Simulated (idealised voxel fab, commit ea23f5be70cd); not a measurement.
Title: Process Module voxel fin reveal
Pictured: cross-section cut, 165 nm wide, on a grid of 5 nm square cells.
Format of a cross-section: grid, square cells. Given as bands. Order: top down. Band: one or more rows of cells. Top height, bottom height, nm. Materials left to right, width each, nm. Single material + "edge to edge" = fills band edge to edge. "blank" = empty. Note: height 0 marks the level under which the wafer is uniformly one material as received. Lowest band unbounded below, written "top 0, no bottom". Width spec "30 to 40" -> top row of cells at first value, bottom row at second value, equal per-row change in between. Key: "nothing changed" - step with no changed cell in the cross-section. "Sealed void inventory" contains a list of empty spaces, each no smaller than 8 cells and without an open way to the top, written in the form width x height at distance with the distance from the left edge and all three in nm. Note: text after step settings on the step line = simulator remark on that step. Steps that use a mask can have "overlay nm" on their line. It says how far the mask sat to the right of where it was meant to be. Negative means to the left.
List of planned process steps:
1. RECEIVE with material Si
2. CONFORMAL_DEP with material SiN, thk nm 5
3. MASKED_ETCH with tone cover, mask id FINS, width nm 15, pitch nm 40, etch materials SiN, depth nm 5, overlay nm 0
4. MASKED_ETCH with tone cover, mask id FINS, width nm 15, pitch nm 40, etch materials Si, depth nm 40, overlay nm 0
5. OXIDIZE with depth nm 5
6. FILL_DEP with material SiO2, thk nm 10
7. CMP with height nm 5
8. SELECTIVE_ETCH with etch materials SiO2, depth nm 25
9. STRIP with etch materials SiN
10. CONFORMAL_DEP with material SiO2, thk nm 5
The first of a set of two wafers, run to plan:
Cross-section, incoming material, after step 1:
    top 0, no bottom  Si edge to edge
    Sealed void inventory: none
Cross-section of the wafer subsequent to step 2:
    top 5, bottom 0  SiN edge to edge
    Anything lower than 0 is untouched.
Cross-section of the wafer subsequent to step 3:
    top 5, bottom 0  blank (55), SiN (15), blank (25), SiN (15), blank (55)
    Anything lower than 0 is untouched.
Cross-section of the wafer subsequent to step 4:
    top 5, bottom 0  blank (55), SiN (15), blank (25), SiN (15), blank (55)
    top 0, bottom -40  blank (55), Si (15), blank (25), Si (15), blank (55)
    Anything lower than -40 is untouched.
Cross-section of the wafer subsequent to step 5:
    top 5, bottom 0  blank (55), SiN (15), blank (25), SiN (15), blank (55)
    top 0, bottom -40  blank (55), SiO2 (5), Si (5), SiO2 (5), blank (25), SiO2 (5), Si (5), SiO2 (5), blank (55)
    top -40, bottom -45  SiO2 (60), Si (5), SiO2 (35), Si (5), SiO2 (60)
    Anything lower than -45 is untouched.
Cross-section of the wafer subsequent to step 6:
    top 15, bottom 5  SiO2 edge to edge
    top 5, bottom 0  SiO2 (55), SiN (15), SiO2 (25), SiN (15), SiO2 (55)
    top 0, bottom -45  SiO2 (60), Si (5), SiO2 (35), Si (5), SiO2 (60)
    Anything lower than -45 is untouched.
Cross-section of the wafer subsequent to step 7:
    top 5, bottom 0  SiO2 (55), SiN (15), SiO2 (25), SiN (15), SiO2 (55)
    Anything lower than 0 is untouched.
Cross-section of the wafer subsequent to step 8:
    top 5, bottom 0  blank (55), SiN (15), blank (25), SiN (15), blank (55)
    top 0, bottom -20  blank (60), Si (5), blank (35), Si (5), blank (60)
    Anything lower than -20 is untouched.
Cross-section of the wafer subsequent to step 9:
    top 0, bottom -20  blank (60), Si (5), blank (35), Si (5), blank (60)
    Anything lower than -20 is untouched.
Cross-section of the wafer subsequent to step 10:
    top 5, bottom 0  blank (55), SiO2 (15), blank (25), SiO2 (15), blank (55)
    top 0, bottom -15  blank (55), SiO2 (5), Si (5), SiO2 (5), blank (25), SiO2 (5), Si (5), SiO2 (5), blank (55)
    top -15, bottom -45  SiO2 (60), Si (5), SiO2 (35), Si (5), SiO2 (60)
    Anything lower than -45 is untouched.
Wafer two of two - same starting point, same process plan, one mistake in execution; matches wafer one up to and including step 2:
The second wafer cut through, at the time step 3 was supposed to be finished:
    top 5, bottom 0  SiN (55), blank (15), SiN (25), blank (15), SiN (55)
    Anything lower than 0 is untouched.
The second wafer cut through, at the time step 4 was supposed to be finished: nothing changed
The second wafer cut through, at the time step 5 was supposed to be finished:
    top 5, bottom 0  SiN (55), blank (15), SiN (25), blank (15), SiN (55)
    top 0, bottom -5  Si (50), SiO2 (25), Si (15), SiO2 (25), Si (50)
    Anything lower than -5 is untouched.
The second wafer cut through, at the time step 6 was supposed to be finished:
    top 15, bottom 5  SiO2 edge to edge
    top 5, bottom 0  SiN (55), SiO2 (15), SiN (25), SiO2 (15), SiN (55)
    Anything lower than 0 is untouched.
The second wafer cut through, at the time step 7 was supposed to be finished:
    top 5, bottom 0  SiN (55), SiO2 (15), SiN (25), SiO2 (15), SiN (55)
    Anything lower than 0 is untouched.
The second wafer cut through, at the time step 8 was supposed to be finished:
    top 5, bottom 0  SiN (55), blank (15), SiN (25), blank (15), SiN (55)
    top 0, bottom -5  Si (50), blank (25), Si (15), blank (25), Si (50)
    Anything lower than -5 is untouched.
The second wafer cut through, at the time step 9 was supposed to be finished:
    top 0, bottom -5  Si (50), blank (25), Si (15), blank (25), Si (50)
    Anything lower than -5 is untouched.
The second wafer cut through, at the time step 10 was supposed to be finished:
    top 5, bottom 0  SiO2 (55), blank (15), SiO2 (25), blank (15), SiO2 (55)
    top 0, bottom -5  Si (50), SiO2 (25), Si (15), SiO2 (25), Si (50)
    Anything lower than -5 is untouched.
What was done differently from what was planned? step 3 was run on a setting that differed from the plan, and what really ran there is MASKED_ETCH with tone open, mask id FINS, width nm 15, pitch nm 40, etch materials SiN, depth nm 5, overlay nm 0
Per the end-of-run cell counts, the second wafer holds more or fewer of some materials than the first: +269 Si; -167 SiO2
